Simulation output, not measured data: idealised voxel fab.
The following is a process module called voxel gate over fins.
Cross-section cut: width 145 nm, square cells of 5 nm.
Just so we're on the same page, the cross-sections are grids of square cells, and they're listed out in bands top to bottom, each band one or more rows deep. For a band, the entry starts with two heights in nm, that of the top and then that of the bottom, and carries on with the band's materials in order from left to right, each alongside its width in nm; the word "throughout" beside a single material means it fills the band edge to edge, and "empty" means empty space. Height datum 0, below which the as-received substrate wafer is one material. Lowest band open at the bottom, running downward: "0 and below". A width given as "30 to 40" starts at the first number in the band's top row and ends at the second number in its bottom row, shifting by an equal amount at every step from row to row. What does "everything unchanged" mean for a step? It means no cell of the cross-section changed in that step. Closed-off voids of 8+ cells (no open route to the top) go in "Enclosed void inventory", written width x height at distance from the left edge, in nm. Post-settings text on a step line: simulator's own remark regarding the step. overlay nm: on a step with a mask, how far right of its planned place the mask lay; negative means left.
These are the steps we planned for the process:
1,RECEIVE | material Si
2,CONFORMAL_DEP | material SiN | thk nm 10
3,DIRECTIONAL_DEP | material aC | thk nm 10
4,PATTERN | tone cover | mask id FINS | material resist | width nm 15 | pitch nm 35 | thk nm 30 | overlay nm 0
5,DIRECTIONAL_ETCH | etch materials aC | depth nm 10
6,STRIP | etch materials resist
7,DIRECTIONAL_ETCH | etch materials SiN | depth nm 10
8,DIRECTIONAL_ETCH | etch materials Si | depth nm 40
9,STRIP | etch materials aC
10,OXIDIZE | depth nm 5
11,FILL_DEP | material SiO2 | thk nm 5
12,CMP | height nm 10
13,SELECTIVE_ETCH | etch materials SiO2 | depth nm 25
14,STRIP | etch materials SiN
15,CONFORMAL_DEP | material HfO2 | thk nm 5
16,CONFORMAL_DEP | material TiN | thk nm 5
17,CONFORMAL_DEP | material TiAl | thk nm 5
18,CONFORMAL_DEP | material TiN | thk nm 5
19,FILL_DEP | material W | thk nm 15
20,CMP | height nm 30
21,CONFORMAL_DEP | material SiCN | thk nm 5
Wafer, first of two, run as planned:
As-received wafer cross-section (after step 1):
  0 and below | Si throughout
  Enclosed void inventory: none
Cross-sectional representation of the wafer at the conclusion of step 2:
  10 down to 0 | SiN throughout
  At heights below 0, the structure remains unaltered.
Cross-sectional representation of the wafer at the conclusion of step 3:
  20 down to 10 | aC throughout
  At heights below 10, the structure remains unaltered.
Cross-sectional representation of the wafer at the conclusion of step 4:
  50 down to 20 | empty: 45 / resist: 15 / empty: 20 / resist: 15 / empty: 50
  At heights below 20, the structure remains unaltered.
Cross-sectional representation of the wafer at the conclusion of step 5:
  40 down to 20 | empty: 45 / resist: 15 / empty: 20 / resist: 15 / empty: 50
  20 down to 10 | empty: 45 / aC: 15 / empty: 20 / aC: 15 / empty: 50
  At heights below 10, the structure remains unaltered.
Cross-sectional representation of the wafer at the conclusion of step 6:
  20 down to 10 | empty: 45 / aC: 15 / empty: 20 / aC: 15 / empty: 50
  At heights below 10, the structure remains unaltered.
Cross-sectional representation of the wafer at the conclusion of step 7:
  20 down to 10 | empty: 45 / aC: 15 / empty: 20 / aC: 15 / empty: 50
  10 down to 0 | empty: 45 / SiN: 15 / empty: 20 / SiN: 15 / empty: 50
  At heights below 0, the structure remains unaltered.
Cross-sectional representation of the wafer at the conclusion of step 8:
  20 down to 10 | empty: 45 / aC: 15 / empty: 20 / aC: 15 / empty: 50
  10 down to 0 | empty: 45 / SiN: 15 / empty: 20 / SiN: 15 / empty: 50
  0 down to -40 | empty: 45 / Si: 15 / empty: 20 / Si: 15 / empty: 50
  At heights below -40, the structure remains unaltered.
Cross-sectional representation of the wafer at the conclusion of step 9:
  10 down to 0 | empty: 45 / SiN: 15 / empty: 20 / SiN: 15 / empty: 50
  At heights below 0, the structure remains unaltered.
Cross-sectional representation of the wafer at the conclusion of step 10:
  10 down to 0 | empty: 45 / SiN: 15 / empty: 20 / SiN: 15 / empty: 50
  0 down to -40 | empty: 45 / SiO2: 5 / Si: 5 / SiO2: 5 / empty: 20 / SiO2: 5 / Si: 5 / SiO2: 5 / empty: 50
  -40 down to -45 | SiO2: 50 / Si: 5 / SiO2: 30 / Si: 5 / SiO2: 55
  At heights below -45, the structure remains unaltered.
Cross-sectional representation of the wafer at the conclusion of step 11:
  15 down to 10 | SiO2 throughout
  10 down to 0 | SiO2: 45 / SiN: 15 / SiO2: 20 / SiN: 15 / SiO2: 50
  0 down to -45 | SiO2: 50 / Si: 5 / SiO2: 30 / Si: 5 / SiO2: 55
  At heights below -45, the structure remains unaltered.
Cross-sectional representation of the wafer at the conclusion of step 12:
  10 down to 0 | SiO2: 45 / SiN: 15 / SiO2: 20 / SiN: 15 / SiO2: 50
  At heights below 0, the structure remains unaltered.
Cross-sectional representation of the wafer at the conclusion of step 13:
  10 down to 0 | empty: 45 / SiN: 15 / empty: 20 / SiN: 15 / empty: 50
  0 down to -15 | empty: 50 / Si: 5 / empty: 30 / Si: 5 / empty: 55
  At heights below -15, the structure remains unaltered.
Cross-sectional representation of the wafer at the conclusion of step 14:
  0 down to -15 | empty: 50 / Si: 5 / empty: 30 / Si: 5 / empty: 55
  At heights below -15, the structure remains unaltered.
Cross-sectional representation of the wafer at the conclusion of step 15:
  5 down to 0 | empty: 45 / HfO2: 15 / empty: 20 / HfO2: 15 / empty: 50
  0 down to -10 | empty: 45 / HfO2: 5 / Si: 5 / HfO2: 5 / empty: 20 / HfO2: 5 / Si: 5 / HfO2: 5 / empty: 50
  -10 down to -15 | HfO2: 50 / Si: 5 / HfO2: 30 / Si: 5 / HfO2: 55
  At heights below -15, the structure remains unaltered.
Cross-sectional representation of the wafer at the conclusion of step 16:
  10 down to 5 | empty: 40 / TiN: 25 / empty: 10 / TiN: 25 / empty: 45
  5 down to 0 | empty: 40 / TiN: 5 / HfO2: 15 / TiN: 5 / empty: 10 / TiN: 5 / HfO2: 15 / TiN: 5 / empty: 45
  0 down to -5 | empty: 40 / TiN: 5 / HfO2: 5 / Si: 5 / HfO2: 5 / TiN: 5 / empty: 10 / TiN: 5 / HfO2: 5 / Si: 5 / HfO2: 5 / TiN: 5 / empty: 45
  -5 down to -10 | TiN: 45 / HfO2: 5 / Si: 5 / HfO2: 5 / TiN: 20 / HfO2: 5 / Si: 5 / HfO2: 5 / TiN: 50
  At heights below -10, the structure remains unaltered.
Cross-sectional representation of the wafer at the conclusion of step 17:
  15 down to 10 | empty: 35 / TiAl: 70 / empty: 40
  10 down to 5 | empty: 35 / TiAl: 5 / TiN: 25 / TiAl: 10 / TiN: 25 / TiAl: 5 / empty: 40
  5 down to 0 | empty: 35 / TiAl: 5 / TiN: 5 / HfO2: 15 / TiN: 5 / TiAl: 10 / TiN: 5 / HfO2: 15 / TiN: 5 / TiAl: 5 / empty: 40
  0 down to -5 | TiAl: 40 / TiN: 5 / HfO2: 5 / Si: 5 / HfO2: 5 / TiN: 5 / TiAl: 10 / TiN: 5 / HfO2: 5 / Si: 5 / HfO2: 5 / TiN: 5 / TiAl: 45
  At heights below -5, the structure remains unaltered.
Cross-sectional representation of the wafer at the conclusion of step 18:
  20 down to 15 | empty: 30 / TiN: 80 / empty: 35
  15 down to 10 | empty: 30 / TiN: 5 / TiAl: 70 / TiN: 5 / empty: 35
  10 down to 5 | empty: 30 / TiN: 5 / TiAl: 5 / TiN: 25 / TiAl: 10 / TiN: 25 / TiAl: 5 / TiN: 5 / empty: 35
  5 down to 0 | TiN: 35 / TiAl: 5 / TiN: 5 / HfO2: 15 / TiN: 5 / TiAl: 10 / TiN: 5 / HfO2: 15 / TiN: 5 / TiAl: 5 / TiN: 40
  At heights below 0, the structure remains unaltered.
Cross-sectional representation of the wafer at the conclusion of step 19:
  35 down to 20 | W throughout
  20 down to 15 | W: 30 / TiN: 80 / W: 35
  15 down to 10 | W: 30 / TiN: 5 / TiAl: 70 / TiN: 5 / W: 35
  10 down to 5 | W: 30 / TiN: 5 / TiAl: 5 / TiN: 25 / TiAl: 10 / TiN: 25 / TiAl: 5 / TiN: 5 / W: 35
  At heights below 5, the structure remains unaltered.
Cross-sectional representation of the wafer at the conclusion of step 20:
  30 down to 20 | W throughout
  At heights below 20, the structure remains unaltered.
Cross-sectional representation of the wafer at the conclusion of step 21:
  35 down to 30 | SiCN throughout
  At heights below 30, the structure remains unaltered.
Notes, second wafer: start = first wafer's, plan = first wafer's, execution had one mistake; history identical to first through step 15:
The second wafer cut through, at the time step 16 was supposed to be finished:
  10 down to 5 | empty: 40 / SiO2: 25 / empty: 10 / SiO2: 25 / empty: 45
  5 down to 0 | empty: 40 / SiO2: 5 / HfO2: 15 / SiO2: 5 / empty: 10 / SiO2: 5 / HfO2: 15 / SiO2: 5 / empty: 45
  0 down to -5 | empty: 40 / SiO2: 5 / HfO2: 5 / Si: 5 / HfO2: 5 / SiO2: 5 / empty: 10 / SiO2: 5 / HfO2: 5 / Si: 5 / HfO2: 5 / SiO2: 5 / empty: 45
  -5 down to -10 | SiO2: 45 / HfO2: 5 / Si: 5 / HfO2: 5 / SiO2: 20 / HfO2: 5 / Si: 5 / HfO2: 5 / SiO2: 50
  At heights below -10, the structure remains unaltered.
The second wafer cut through, at the time step 17 was supposed to be finished:
  15 down to 10 | empty: 35 / TiAl: 70 / empty: 40
  10 down to 5 | empty: 35 / TiAl: 5 / SiO2: 25 / TiAl: 10 / SiO2: 25 / TiAl: 5 / empty: 40
  5 down to 0 | empty: 35 / TiAl: 5 / SiO2: 5 / HfO2: 15 / SiO2: 5 / TiAl: 10 / SiO2: 5 / HfO2: 15 / SiO2: 5 / TiAl: 5 / empty: 40
  0 down to -5 | TiAl: 40 / SiO2: 5 / HfO2: 5 / Si: 5 / HfO2: 5 / SiO2: 5 / TiAl: 10 / SiO2: 5 / HfO2: 5 / Si: 5 / HfO2: 5 / SiO2: 5 / TiAl: 45
  At heights below -5, the structure remains unaltered.
The second wafer cut through, at the time step 18 was supposed to be finished:
  20 down to 15 | empty: 30 / TiN: 80 / empty: 35
  15 down to 10 | empty: 30 / TiN: 5 / TiAl: 70 / TiN: 5 / empty: 35
  10 down to 5 | empty: 30 / TiN: 5 / TiAl: 5 / SiO2: 25 / TiAl: 10 / SiO2: 25 / TiAl: 5 / TiN: 5 / empty: 35
  5 down to 0 | TiN: 35 / TiAl: 5 / SiO2: 5 / HfO2: 15 / SiO2: 5 / TiAl: 10 / SiO2: 5 / HfO2: 15 / SiO2: 5 / TiAl: 5 / TiN: 40
  At heights below 0, the structure remains unaltered.
The second wafer cut through, at the time step 19 was supposed to be finished:
  35 down to 20 | W throughout
  20 down to 15 | W: 30 / TiN: 80 / W: 35
  15 down to 10 | W: 30 / TiN: 5 / TiAl: 70 / TiN: 5 / W: 35
  10 down to 5 | W: 30 / TiN: 5 / TiAl: 5 / SiO2: 25 / TiAl: 10 / SiO2: 25 / TiAl: 5 / TiN: 5 / W: 35
  At heights below 5, the structure remains unaltered.
The second wafer cut through, at the time step 20 was supposed to be finished:
  30 down to 20 | W throughout
  At heights below 20, the structure remains unaltered.
The second wafer cut through, at the time step 21 was supposed to be finished:
  35 down to 30 | SiCN throughout
  At heights below 30, the structure remains unaltered.
Heads up, the wafer didn't run the way we planned it: in deviation from the planned setting, step 16 was conducted as CONFORMAL_DEP | material SiO2 | thk nm 5
In the final state, the cell counts of the second wafer exceed or fall short of those of the first for the following materials: SiO2: 41 more, TiN: 41 fewer
